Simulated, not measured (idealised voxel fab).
The document below concerns the process module designated voxel self aligned vias.
In the cross-section labelled cut, the width is 205 nm and each square cell is 5 nm.
A cross-section is written here as square cells arranged in a grid, and it is given in bands from the top down, each band taking up one or more rows of cells.
Band entry format. Leading values: height of top, height of bottom, nm. Remainder: materials in left-to-right order, each with its width in nm. Special words: "everywhere" on a single material, which then fills the band edge to edge; "air", empty space.
Zero point of the height axis is 0; under it, received wafer = one material. Lowest band: continues down indefinitely, "0 -> down".
Per-row width for "30->40": begins at first number (top row of band), ends at second number (bottom row), increment between rows held constant.
What does "no change" mean for a step? It means no cell of the cross-section changed in that step.
Listed in "Enclosed cavities": every empty space of 8 or more cells without an open way to the top. Form: width x height at distance, the distance being from the left edge, all in nm.
after a step's settings: what the simulator itself notes on the step
The "overlay nm" setting may appear on a step's line; for a step that uses a mask, it gives how far to the right of its planned position the mask lay, and a negative value indicates the left.

## plan
1,RECEIVE (material Si)
2,CONFORMAL_DEP (material SiO2; thk nm 10)
3,CONFORMAL_DEP (material SiCN; thk nm 5)
4,DIRECTIONAL_DEP (material SiO2; thk nm 25)
5,PATTERN (tone open; mask id LINES; material resist; width nm 20; pitch nm 65; thk nm 20; overlay nm 0)
6,DIRECTIONAL_ETCH (etch materials SiO2; depth nm 25)
7,STRIP (etch materials resist)
8,CONFORMAL_DEP (material TiN; thk nm 5)
9,FILL_DEP (material W; thk nm 10)
10,CMP (height nm 40)
11,SELECTIVE_ETCH (etch materials W Ru TiN; depth nm 5)
12,FILL_DEP (material SiN; thk nm 5)
13,CMP (height nm 40)
14,DIRECTIONAL_DEP (material SiO2; thk nm 20)
15,PATTERN (tone open; mask id VIAS; material resist; width nm 40; pitch nm 130; thk nm 20; overlay nm 0)
16,DIRECTIONAL_ETCH (etch materials SiO2; depth nm 20)
17,DIRECTIONAL_ETCH (etch materials SiN; depth nm 5)
18,STRIP (etch materials resist)
19,CONFORMAL_DEP (material TiN; thk nm 5)
20,FILL_DEP (material Ru; thk nm 5)
21,CMP (height nm 60)
22,CONFORMAL_DEP (material SiN; thk nm 5)

## First of two wafers: run as planned

## Cross-section of the incoming wafer, state after step 1
	0 -> down | Si everywhere
	Enclosed cavities: none

## Cross-section through the wafer, step 2 finished
	10 -> 0 | SiO2 everywhere
	All layers under 0 are left as they were.

## Cross-section through the wafer, step 3 finished
	15 -> 10 | SiCN everywhere
	All layers under 10 are left as they were.

## Cross-section through the wafer, step 4 finished
	40 -> 15 | SiO2 everywhere
	All layers under 15 are left as they were.

## Cross-section through the wafer, step 5 finished
	60 -> 40 | resist: 25 / air: 20 / resist: 45 / air: 20 / resist: 45 / air: 20 / resist: 30
	All layers under 40 are left as they were.

## Cross-section through the wafer, step 6 finished
	60 -> 40 | resist: 25 / air: 20 / resist: 45 / air: 20 / resist: 45 / air: 20 / resist: 30
	40 -> 15 | SiO2: 25 / air: 20 / SiO2: 45 / air: 20 / SiO2: 45 / air: 20 / SiO2: 30
	All layers under 15 are left as they were.

## Cross-section through the wafer, step 7 finished
	40 -> 15 | SiO2: 25 / air: 20 / SiO2: 45 / air: 20 / SiO2: 45 / air: 20 / SiO2: 30
	All layers under 15 are left as they were.

## Cross-section through the wafer, step 8 finished
	45 -> 40 | TiN: 30 / air: 10 / TiN: 55 / air: 10 / TiN: 55 / air: 10 / TiN: 35
	40 -> 20 | SiO2: 25 / TiN: 5 / air: 10 / TiN: 5 / SiO2: 45 / TiN: 5 / air: 10 / TiN: 5 / SiO2: 45 / TiN: 5 / air: 10 / TiN: 5 / SiO2: 30
	20 -> 15 | SiO2: 25 / TiN: 20 / SiO2: 45 / TiN: 20 / SiO2: 45 / TiN: 20 / SiO2: 30
	All layers under 15 are left as they were.

## Cross-section through the wafer, step 9 finished
	55 -> 45 | W everywhere
	45 -> 40 | TiN: 30 / W: 10 / TiN: 55 / W: 10 / TiN: 55 / W: 10 / TiN: 35
	40 -> 20 | SiO2: 25 / TiN: 5 / W: 10 / TiN: 5 / SiO2: 45 / TiN: 5 / W: 10 / TiN: 5 / SiO2: 45 / TiN: 5 / W: 10 / TiN: 5 / SiO2: 30
	All layers under 20 are left as they were.

## Cross-section through the wafer, step 10 finished
	40 -> 20 | SiO2: 25 / TiN: 5 / W: 10 / TiN: 5 / SiO2: 45 / TiN: 5 / W: 10 / TiN: 5 / SiO2: 45 / TiN: 5 / W: 10 / TiN: 5 / SiO2: 30
	All layers under 20 are left as they were.

## Cross-section through the wafer, step 11 finished
	40 -> 35 | SiO2: 25 / air: 20 / SiO2: 45 / air: 20 / SiO2: 45 / air: 20 / SiO2: 30
	All layers under 35 are left as they were.

## Cross-section through the wafer, step 12 finished
	45 -> 40 | SiN everywhere
	40 -> 35 | SiO2: 25 / SiN: 20 / SiO2: 45 / SiN: 20 / SiO2: 45 / SiN: 20 / SiO2: 30
	All layers under 35 are left as they were.

## Cross-section through the wafer, step 13 finished
	40 -> 35 | SiO2: 25 / SiN: 20 / SiO2: 45 / SiN: 20 / SiO2: 45 / SiN: 20 / SiO2: 30
	All layers under 35 are left as they were.

## Cross-section through the wafer, step 14 finished
	60 -> 40 | SiO2 everywhere
	All layers under 40 are left as they were.

## Cross-section through the wafer, step 15 finished
	80 -> 60 | resist: 15 / air: 40 / resist: 90 / air: 40 / resist: 20
	All layers under 60 are left as they were.

## Cross-section through the wafer, step 16 finished
	80 -> 60 | resist: 15 / air: 40 / resist: 90 / air: 40 / resist: 20
	60 -> 40 | SiO2: 15 / air: 40 / SiO2: 90 / air: 40 / SiO2: 20
	All layers under 40 are left as they were.

## Cross-section through the wafer, step 17 finished
	80 -> 60 | resist: 15 / air: 40 / resist: 90 / air: 40 / resist: 20
	60 -> 40 | SiO2: 15 / air: 40 / SiO2: 90 / air: 40 / SiO2: 20
	40 -> 35 | SiO2: 25 / air: 20 / SiO2: 45 / SiN: 20 / SiO2: 45 / air: 20 / SiO2: 30
	All layers under 35 are left as they were.

## Cross-section through the wafer, step 18 finished
	60 -> 40 | SiO2: 15 / air: 40 / SiO2: 90 / air: 40 / SiO2: 20
	All layers under 40 are left as they were.

## Cross-section through the wafer, step 19 finished
	65 -> 60 | TiN: 20 / air: 30 / TiN: 100 / air: 30 / TiN: 25
	60 -> 45 | SiO2: 15 / TiN: 5 / air: 30 / TiN: 5 / SiO2: 90 / TiN: 5 / air: 30 / TiN: 5 / SiO2: 20
	45 -> 40 | SiO2: 15 / TiN: 15 / air: 10 / TiN: 15 / SiO2: 90 / TiN: 15 / air: 10 / TiN: 15 / SiO2: 20
	40 -> 35 | SiO2: 25 / TiN: 20 / SiO2: 45 / SiN: 20 / SiO2: 45 / TiN: 20 / SiO2: 30
	All layers under 35 are left as they were.

## Cross-section through the wafer, step 20 finished
	70 -> 65 | Ru everywhere
	65 -> 60 | TiN: 20 / Ru: 30 / TiN: 100 / Ru: 30 / TiN: 25
	60 -> 45 | SiO2: 15 / TiN: 5 / Ru: 30 / TiN: 5 / SiO2: 90 / TiN: 5 / Ru: 30 / TiN: 5 / SiO2: 20
	45 -> 40 | SiO2: 15 / TiN: 15 / Ru: 10 / TiN: 15 / SiO2: 90 / TiN: 15 / Ru: 10 / TiN: 15 / SiO2: 20
	All layers under 40 are left as they were.

## Cross-section through the wafer, step 21 finished
	60 -> 45 | SiO2: 15 / TiN: 5 / Ru: 30 / TiN: 5 / SiO2: 90 / TiN: 5 / Ru: 30 / TiN: 5 / SiO2: 20
	All layers under 45 are left as they were.

## Cross-section through the wafer, step 22 finished
	65 -> 60 | SiN everywhere
	All layers under 60 are left as they were.

## The second wafer: identical to the first at the outset and in its planned sequence, differing only in that one mistake was made during processing; up to and including step 2, its path is the first wafer's path

## Here is the second wafer in cross-section at the point where step 3 of the plan should have been done
	35 -> 0 | SiO2 everywhere
	All layers under 0 are left as they were.

## Here is the second wafer in cross-section at the point where step 4 of the plan should have been done
	40 -> 35 | SiCN everywhere
	All layers under 35 are left as they were.

## Here is the second wafer in cross-section at the point where step 5 of the plan should have been done
	60 -> 40 | resist: 25 / air: 20 / resist: 45 / air: 20 / resist: 45 / air: 20 / resist: 30
	All layers under 40 are left as they were.

Here is the second wafer in cross-section at the point where step 6 of the plan should have been done: no change

## Here is the second wafer in cross-section at the point where step 7 of the plan should have been done
	40 -> 35 | SiCN everywhere
	All layers under 35 are left as they were.

## Here is the second wafer in cross-section at the point where step 8 of the plan should have been done
	45 -> 40 | TiN everywhere
	All layers under 40 are left as they were.

## Here is the second wafer in cross-section at the point where step 9 of the plan should have been done
	55 -> 45 | W everywhere
	All layers under 45 are left as they were.

## Here is the second wafer in cross-section at the point where step 10 of the plan should have been done
	40 -> 35 | SiCN everywhere
	All layers under 35 are left as they were.

Here is the second wafer in cross-section at the point where step 11 of the plan should have been done: no change

## Here is the second wafer in cross-section at the point where step 12 of the plan should have been done
	45 -> 40 | SiN everywhere
	All layers under 40 are left as they were.

## Here is the second wafer in cross-section at the point where step 13 of the plan should have been done
	40 -> 35 | SiCN everywhere
	All layers under 35 are left as they were.

## Here is the second wafer in cross-section at the point where step 14 of the plan should have been done
	60 -> 40 | SiO2 everywhere
	All layers under 40 are left as they were.

## Here is the second wafer in cross-section at the point where step 15 of the plan should have been done
	80 -> 60 | resist: 15 / air: 40 / resist: 90 / air: 40 / resist: 20
	All layers under 60 are left as they were.

## Here is the second wafer in cross-section at the point where step 16 of the plan should have been done
	80 -> 60 | resist: 15 / air: 40 / resist: 90 / air: 40 / resist: 20
	60 -> 40 | SiO2: 15 / air: 40 / SiO2: 90 / air: 40 / SiO2: 20
	All layers under 40 are left as they were.

Here is the second wafer in cross-section at the point where step 17 of the plan should have been done: no change

## Here is the second wafer in cross-section at the point where step 18 of the plan should have been done
	60 -> 40 | SiO2: 15 / air: 40 / SiO2: 90 / air: 40 / SiO2: 20
	All layers under 40 are left as they were.

## Here is the second wafer in cross-section at the point where step 19 of the plan should have been done
	65 -> 60 | TiN: 20 / air: 30 / TiN: 100 / air: 30 / TiN: 25
	60 -> 45 | SiO2: 15 / TiN: 5 / air: 30 / TiN: 5 / SiO2: 90 / TiN: 5 / air: 30 / TiN: 5 / SiO2: 20
	45 -> 40 | SiO2: 15 / TiN: 40 / SiO2: 90 / TiN: 40 / SiO2: 20
	All layers under 40 are left as they were.

## Here is the second wafer in cross-section at the point where step 20 of the plan should have been done
	70 -> 65 | Ru everywhere
	65 -> 60 | TiN: 20 / Ru: 30 / TiN: 100 / Ru: 30 / TiN: 25
	60 -> 45 | SiO2: 15 / TiN: 5 / Ru: 30 / TiN: 5 / SiO2: 90 / TiN: 5 / Ru: 30 / TiN: 5 / SiO2: 20
	All layers under 45 are left as they were.

## Here is the second wafer in cross-section at the point where step 21 of the plan should have been done
	60 -> 45 | SiO2: 15 / TiN: 5 / Ru: 30 / TiN: 5 / SiO2: 90 / TiN: 5 / Ru: 30 / TiN: 5 / SiO2: 20
	All layers under 45 are left as they were.

## Here is the second wafer in cross-section at the point where step 22 of the plan should have been done
	65 -> 60 | SiN everywhere
	All layers under 60 are left as they were.
Deviation from plan: step 3 ran in the slot meant for step 4, and vice versa
Final difference in cells, second wafer against first, listed per material as more or fewer: 4 fewer of Ru; 4 fewer of SiN; 60 more of SiO2; 34 fewer of TiN; 18 fewer of W
